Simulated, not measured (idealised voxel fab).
Documented hereafter: the process module known as voxel self aligned vias.
The width of the displayed cross-section, cut, is 280 nm; its cells are square, with a size of 5 nm.
Heads up, the way a cross-section reads in here is a grid of square cells, handed over as bands from the top down, with every band being one or more rows of cells.
First you get the band's top height and its bottom height, in nm, and then the materials it's made of, left to right, with each width in nm. If you see a single material with "full width", that one covers the band edge to edge. "air" is empty space.
Heights are expressed relative to 0, this being the level below which the as-received wafer comprises one material exclusively. The lowest band is unbounded in the downward direction and is denoted as in "0 nm and below".
Quick explanation for "30 to 40": the width changes in equal steps down the rows of cells, from the first number in the band's top row to the second number in its bottom row.
You'll sometimes find "all unchanged" written for a step, and that's the way of saying that nowhere in the cross-section did a cell change during that step.
The entry "Closed internal voids" lists the empty spaces that cover at least 8 cells and have no open path to the top. Each is written as width x height at distance, where the distance is measured from the left edge and all three values are in nm.
Anything after a step's settings on that line? It's the simulator's own note about the step.
If you see "overlay nm" on a step's line and that step has a mask, it's telling you how far right of where it was planned the mask ended up; a negative number means it went left instead.

-- Intended process steps
1) RECEIVE, material Si
2) CONFORMAL_DEP, material SiO2, thk nm 10
3) CONFORMAL_DEP, material SiCN, thk nm 5
4) DIRECTIONAL_DEP, material SiO2, thk nm 30
5) MASKED_ETCH, tone open, mask id LINES, width nm 30, pitch nm 70, etch materials SiO2, depth nm 30, overlay nm 0
6) CONFORMAL_DEP, material TiN, thk nm 5
7) FILL_DEP, material Ru, thk nm 10
8) CMP, height nm 45
9) SELECTIVE_ETCH, etch materials W Ru TiN, depth nm 5
10) FILL_DEP, material SiN, thk nm 5
11) CMP, height nm 45
12) DIRECTIONAL_DEP, material SiO2, thk nm 20
13) MASKED_ETCH, tone open, mask id VIAS, width nm 50, etch materials SiO2, depth nm 20, overlay nm 0
14) MASKED_ETCH, tone open, mask id VIAS, width nm 50, etch materials SiN, depth nm 5, overlay nm 0
15) CONFORMAL_DEP, material TiN, thk nm 5
16) FILL_DEP, material W, thk nm 10
17) CMP, height nm 65
18) CONFORMAL_DEP, material SiCN, thk nm 5

-- So, the first of our two wafers, run just as we planned it

-- Incoming wafer, cross-sectional view, post step 1
* 0 nm and below = Si full width
* Closed internal voids: none

-- So this is the wafer cross-section right after step 2
* 10 nm to 0 nm = SiO2 full width
* Everything under 0 stays put, no change at all.

-- So this is the wafer cross-section right after step 3
* 15 nm to 10 nm = SiCN full width
* Everything under 10 stays put, no change at all.

-- So this is the wafer cross-section right after step 4
* 45 nm to 15 nm = SiO2 full width
* Everything under 15 stays put, no change at all.

-- So this is the wafer cross-section right after step 5
* 45 nm to 15 nm = SiO2=90 / air=30 / SiO2=40 / air=30 / SiO2=90
* Everything under 15 stays put, no change at all.

-- So this is the wafer cross-section right after step 6
* 50 nm to 45 nm = TiN=95 / air=20 / TiN=50 / air=20 / TiN=95
* 45 nm to 20 nm = SiO2=90 / TiN=5 / air=20 / TiN=5 / SiO2=40 / TiN=5 / air=20 / TiN=5 / SiO2=90
* 20 nm to 15 nm = SiO2=90 / TiN=30 / SiO2=40 / TiN=30 / SiO2=90
* Everything under 15 stays put, no change at all.

-- So this is the wafer cross-section right after step 7
* 60 nm to 50 nm = Ru full width
* 50 nm to 45 nm = TiN=95 / Ru=20 / TiN=50 / Ru=20 / TiN=95
* 45 nm to 20 nm = SiO2=90 / TiN=5 / Ru=20 / TiN=5 / SiO2=40 / TiN=5 / Ru=20 / TiN=5 / SiO2=90
* Everything under 20 stays put, no change at all.

-- So this is the wafer cross-section right after step 8
* 45 nm to 20 nm = SiO2=90 / TiN=5 / Ru=20 / TiN=5 / SiO2=40 / TiN=5 / Ru=20 / TiN=5 / SiO2=90
* Everything under 20 stays put, no change at all.

-- So this is the wafer cross-section right after step 9
* 45 nm to 40 nm = SiO2=90 / air=30 / SiO2=40 / air=30 / SiO2=90
* Everything under 40 stays put, no change at all.

-- So this is the wafer cross-section right after step 10
* 50 nm to 45 nm = SiN full width
* 45 nm to 40 nm = SiO2=90 / SiN=30 / SiO2=40 / SiN=30 / SiO2=90
* Everything under 40 stays put, no change at all.

-- So this is the wafer cross-section right after step 11
* 45 nm to 40 nm = SiO2=90 / SiN=30 / SiO2=40 / SiN=30 / SiO2=90
* Everything under 40 stays put, no change at all.

-- So this is the wafer cross-section right after step 12
* 65 nm to 45 nm = SiO2 full width
* Everything under 45 stays put, no change at all.

-- So this is the wafer cross-section right after step 13
* 65 nm to 45 nm = SiO2=80 / air=50 / SiO2=150
* Everything under 45 stays put, no change at all.

-- So this is the wafer cross-section right after step 14
* 65 nm to 45 nm = SiO2=80 / air=50 / SiO2=150
* 45 nm to 40 nm = SiO2=90 / air=30 / SiO2=40 / SiN=30 / SiO2=90
* Everything under 40 stays put, no change at all.

-- So this is the wafer cross-section right after step 15
* 70 nm to 65 nm = TiN=85 / air=40 / TiN=155
* 65 nm to 50 nm = SiO2=80 / TiN=5 / air=40 / TiN=5 / SiO2=150
* 50 nm to 45 nm = SiO2=80 / TiN=15 / air=20 / TiN=15 / SiO2=150
* 45 nm to 40 nm = SiO2=90 / TiN=30 / SiO2=40 / SiN=30 / SiO2=90
* Everything under 40 stays put, no change at all.

-- So this is the wafer cross-section right after step 16
* 80 nm to 70 nm = W full width
* 70 nm to 65 nm = TiN=85 / W=40 / TiN=155
* 65 nm to 50 nm = SiO2=80 / TiN=5 / W=40 / TiN=5 / SiO2=150
* 50 nm to 45 nm = SiO2=80 / TiN=15 / W=20 / TiN=15 / SiO2=150
* Everything under 45 stays put, no change at all.

-- So this is the wafer cross-section right after step 17
* 65 nm to 50 nm = SiO2=80 / TiN=5 / W=40 / TiN=5 / SiO2=150
* Everything under 50 stays put, no change at all.

-- So this is the wafer cross-section right after step 18
* 70 nm to 65 nm = SiCN full width
* Everything under 65 stays put, no change at all.

-- Second wafer. Start and plan as for the first. One mistake made in running. Agrees with the first up to and including step 1

-- Second wafer shown in cross-section at the time step 2 was slated to end
* 10 nm to 0 nm = Ru full width
* Everything under 0 stays put, no change at all.

-- Second wafer shown in cross-section at the time step 3 was slated to end
* 15 nm to 10 nm = SiCN full width
* Everything under 10 stays put, no change at all.

-- Second wafer shown in cross-section at the time step 4 was slated to end
* 45 nm to 15 nm = SiO2 full width
* Everything under 15 stays put, no change at all.

-- Second wafer shown in cross-section at the time step 5 was slated to end
* 45 nm to 15 nm = SiO2=90 / air=30 / SiO2=40 / air=30 / SiO2=90
* Everything under 15 stays put, no change at all.

-- Second wafer shown in cross-section at the time step 6 was slated to end
* 50 nm to 45 nm = TiN=95 / air=20 / TiN=50 / air=20 / TiN=95
* 45 nm to 20 nm = SiO2=90 / TiN=5 / air=20 / TiN=5 / SiO2=40 / TiN=5 / air=20 / TiN=5 / SiO2=90
* 20 nm to 15 nm = SiO2=90 / TiN=30 / SiO2=40 / TiN=30 / SiO2=90
* Everything under 15 stays put, no change at all.

-- Second wafer shown in cross-section at the time step 7 was slated to end
* 60 nm to 50 nm = Ru full width
* 50 nm to 45 nm = TiN=95 / Ru=20 / TiN=50 / Ru=20 / TiN=95
* 45 nm to 20 nm = SiO2=90 / TiN=5 / Ru=20 / TiN=5 / SiO2=40 / TiN=5 / Ru=20 / TiN=5 / SiO2=90
* Everything under 20 stays put, no change at all.

-- Second wafer shown in cross-section at the time step 8 was slated to end
* 45 nm to 20 nm = SiO2=90 / TiN=5 / Ru=20 / TiN=5 / SiO2=40 / TiN=5 / Ru=20 / TiN=5 / SiO2=90
* Everything under 20 stays put, no change at all.

-- Second wafer shown in cross-section at the time step 9 was slated to end
* 45 nm to 40 nm = SiO2=90 / air=30 / SiO2=40 / air=30 / SiO2=90
* Everything under 40 stays put, no change at all.

-- Second wafer shown in cross-section at the time step 10 was slated to end
* 50 nm to 45 nm = SiN full width
* 45 nm to 40 nm = SiO2=90 / SiN=30 / SiO2=40 / SiN=30 / SiO2=90
* Everything under 40 stays put, no change at all.

-- Second wafer shown in cross-section at the time step 11 was slated to end
* 45 nm to 40 nm = SiO2=90 / SiN=30 / SiO2=40 / SiN=30 / SiO2=90
* Everything under 40 stays put, no change at all.

-- Second wafer shown in cross-section at the time step 12 was slated to end
* 65 nm to 45 nm = SiO2 full width
* Everything under 45 stays put, no change at all.

-- Second wafer shown in cross-section at the time step 13 was slated to end
* 65 nm to 45 nm = SiO2=80 / air=50 / SiO2=150
* Everything under 45 stays put, no change at all.

-- Second wafer shown in cross-section at the time step 14 was slated to end
* 65 nm to 45 nm = SiO2=80 / air=50 / SiO2=150
* 45 nm to 40 nm = SiO2=90 / air=30 / SiO2=40 / SiN=30 / SiO2=90
* Everything under 40 stays put, no change at all.

-- Second wafer shown in cross-section at the time step 15 was slated to end
* 70 nm to 65 nm = TiN=85 / air=40 / TiN=155
* 65 nm to 50 nm = SiO2=80 / TiN=5 / air=40 / TiN=5 / SiO2=150
* 50 nm to 45 nm = SiO2=80 / TiN=15 / air=20 / TiN=15 / SiO2=150
* 45 nm to 40 nm = SiO2=90 / TiN=30 / SiO2=40 / SiN=30 / SiO2=90
* Everything under 40 stays put, no change at all.

-- Second wafer shown in cross-section at the time step 16 was slated to end
* 80 nm to 70 nm = W full width
* 70 nm to 65 nm = TiN=85 / W=40 / TiN=155
* 65 nm to 50 nm = SiO2=80 / TiN=5 / W=40 / TiN=5 / SiO2=150
* 50 nm to 45 nm = SiO2=80 / TiN=15 / W=20 / TiN=15 / SiO2=150
* Everything under 45 stays put, no change at all.

-- Second wafer shown in cross-section at the time step 17 was slated to end
* 65 nm to 50 nm = SiO2=80 / TiN=5 / W=40 / TiN=5 / SiO2=150
* Everything under 50 stays put, no change at all.

-- Second wafer shown in cross-section at the time step 18 was slated to end
* 70 nm to 65 nm = SiCN full width
* Everything under 65 stays put, no change at all.
Short version of what went wrong: the process deviated at step 2: the operation and settings actually run there were CONFORMAL_DEP, material Ru, thk nm 10
Wafer comparison, final, in cells, second relative to first, materials more or fewer: Ru: 112 more; SiO2: 112 fewer
